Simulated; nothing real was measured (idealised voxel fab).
Process module heading - voxel transistor to metal
For reference, the cross-section in this document is cut, with width 300 nm and square cells of 5 nm.
Format of a cross-section: grid, square cells. Given as bands. Order: top down. Band: one or more rows of cells.
Per band: top height and bottom height in nm, followed by the left-to-right materials and their widths in nm; "full width" marks a single material spanning edge to edge, "air" marks empty space.
A quick word on heights: they are counted from 0, and under that level the wafer as it came to us is one material throughout. The lowest band is different from the rest in having no bottom; it simply continues downward, written as in "0 down".
A two-number width, for instance "30..40", indicates that the width is equal to the first number in the top row of the band and to the second number in the bottom row, and that it changes by a constant amount per row of cells.
When a step is marked "identical to before", none of the cells in the cross-section changed during that step.
"Closed internal cavities" lists enclosed empty spaces (at least 8 cells, no open path upward to the top), each as width x height at distance from the left edge, in nm.
Text after the settings on a step's line: the simulator's own remark on that step.
"overlay nm" denotes, for a step that has a mask, the displacement of the mask to the right of its planned place, with negative values corresponding to the left.
This section lists the process steps that were planned
1,RECEIVE: material Si
2,OXIDIZE: depth nm 5
3,CONFORMAL_DEP: material SiN, thk nm 15
4,PATTERN: tone cover, mask id ACTIVE, material resist, width nm 90, pitch nm 110, thk nm 20, overlay nm 0
5,DIRECTIONAL_ETCH: etch materials SiN, depth nm 15
6,DIRECTIONAL_ETCH: etch materials SiO2, depth nm 5
7,DIRECTIONAL_ETCH: etch materials Si, depth nm 30
8,STRIP: etch materials resist
9,OXIDIZE: depth nm 5
10,FILL_DEP: material SiO2, thk nm 10
11,CMP: height nm 15
12,SELECTIVE_ETCH: etch materials SiO2, depth nm 5
13,STRIP: etch materials SiN
14,SELECTIVE_ETCH: etch materials SiO2, depth nm 5
15,OXIDIZE: depth nm 5
16,DIRECTIONAL_DEP: material polySi, thk nm 30
17,DIRECTIONAL_DEP: material SiCN, thk nm 10
18,MASKED_ETCH: tone cover, mask id GATE, width nm 20, pitch nm 110, etch materials SiCN, depth nm 20, overlay nm 0
19,MASKED_ETCH: tone cover, mask id GATE, width nm 20, pitch nm 110, etch materials polySi, depth nm 40, overlay nm 0
20,CONFORMAL_DEP: material SiO2, thk nm 5
21,DIRECTIONAL_ETCH: etch materials SiO2, depth nm 5
22,CONFORMAL_DEP: material SiN, thk nm 5
23,DIRECTIONAL_ETCH: etch materials SiN, depth nm 5
24,DIRECTIONAL_ETCH: etch materials SiO2, depth nm 5
25,DIRECTIONAL_ETCH: etch materials Si, depth nm 15
26,EPI: material SiGe, thk nm 15
27,FILL_DEP: material SiO2, thk nm 5
28,CMP: height nm 35
29,DIRECTIONAL_DEP: material SiO2, thk nm 10
30,DIRECTIONAL_DEP: material aC, thk nm 15
31,PATTERN: tone open, mask id CONTACT, material resist, width nm 15, thk nm 35, overlay nm 0
32,DIRECTIONAL_ETCH: etch materials aC, depth nm 15
33,STRIP: etch materials resist
34,DIRECTIONAL_ETCH: etch materials SiO2, depth nm 55
35,STRIP: etch materials aC
36,CONFORMAL_DEP: material TiN, thk nm 5
37,FILL_DEP: material W, thk nm 5
38,CMP: height nm 45
39,DIRECTIONAL_DEP: material TiN, thk nm 5
40,DIRECTIONAL_DEP: material Ru, thk nm 20
41,PATTERN: tone cover, mask id METAL_1, material resist, width nm 15, thk nm 15, overlay nm 0
42,DIRECTIONAL_ETCH: etch materials Ru, depth nm 20
43,DIRECTIONAL_ETCH: etch materials TiN, depth nm 5
44,STRIP: etch materials resist
45,CONFORMAL_DEP: material SiN, thk nm 5
46,FILL_DEP: material SiO2, thk nm 10
47,CMP: height nm 70
48,CONFORMAL_DEP: material SiCN, thk nm 5
As-received state of the wafer in cross-section, equivalent to post-step 1
    0 down | Si full width
    Closed internal cavities: none
The following cross-section depicts the wafer upon conclusion of the module. Processing commenced from the starting condition illustrated above and adhered to the plan illustrated above, save for one mistake in execution
    75 to 70 | SiCN full width
    70 to 50 | SiO2 50 | SiN 5 | Ru 15 | SiN 5 | SiO2 40 | SiN 5 | Ru 15 | SiN 5 | SiO2 20 | SiN 5 | Ru 15 | SiN 5 | SiO2 40 | SiN 5 | Ru 15 | SiN 5 | SiO2 50
    50 to 45 | SiN 55 | TiN 15 | SiN 50 | TiN 15 | SiN 30 | TiN 15 | SiN 50 | TiN 15 | SiN 55
    45 to 35 | SiO2 55 | TiN 5 | W 5 | TiN 5 | SiO2 50 | TiN 5 | W 5 | TiN 5 | SiO2 30 | TiN 5 | W 5 | TiN 5 | SiO2 50 | TiN 5 | W 5 | TiN 5 | SiO2 55
    35 to 25 | SiO2 55 | TiN 5 | W 5 | TiN 5 | SiO2 5 | SiN 5 | SiO2 5 | SiCN 20 | SiO2 5 | SiN 5 | SiO2 5 | TiN 5 | W 5 | TiN 5 | SiO2 30 | TiN 5 | W 5 | TiN 5 | SiO2 5 | SiN 5 | SiO2 5 | SiCN 20 | SiO2 5 | SiN 5 | SiO2 5 | TiN 5 | W 5 | TiN 5 | SiO2 55
    25 to 10 | SiO2 55 | TiN 5 | W 5 | TiN 5 | SiN 5 | SiO2 5 | polySi 25 | SiO2 5 | SiN 5 | SiO2 5 | TiN 5 | W 5 | TiN 5 | SiO2 30 | TiN 5 | W 5 | TiN 5 | SiN 5 | SiO2 5 | polySi 25 | SiO2 5 | SiN 5 | SiO2 5 | TiN 5 | W 5 | TiN 5 | SiO2 55
    10 to 5 | SiO2 55 | TiN 15 | SiN 5 | SiO2 5 | polySi 25 | SiO2 5 | SiN 5 | SiO2 5 | TiN 15 | SiO2 30 | TiN 15 | SiN 5 | SiO2 5 | polySi 25 | SiO2 5 | SiN 5 | SiO2 5 | TiN 15 | SiO2 55
    5 to -5 | SiO2 50 | SiN 5 | SiGe 15 | SiN 5 | SiO2 5 | polySi 25 | SiO2 5 | SiN 5 | SiGe 15 | TiN 5 | SiN 5 | SiO2 20 | SiN 5 | SiGe 15 | SiN 5 | SiO2 5 | polySi 25 | SiO2 5 | SiN 5 | SiGe 15 | TiN 5 | SiN 5 | SiO2 50
    -5 to -10 | SiO2 55 | SiGe 15 | SiO2 45 | SiGe 15 | TiN 5 | SiO2 30 | SiGe 15 | SiO2 45 | SiGe 15 | TiN 5 | SiO2 55
    -10 to -25 | SiO2 55 | SiGe 15 | Si 45 | SiGe 20 | SiO2 30 | SiGe 15 | Si 45 | SiGe 20 | SiO2 55
    -25 to -40 | SiO2 55 | Si 80 | SiO2 30 | Si 80 | SiO2 55
    -40 down | Si full width
    Closed internal cavities: none
What went wrong in running the wafer? contrary to plan, step 19 was performed as MASKED_ETCH: tone cover, mask id GATE, width nm 20, pitch nm 110, etch materials polySi, depth nm 40, overlay nm -5
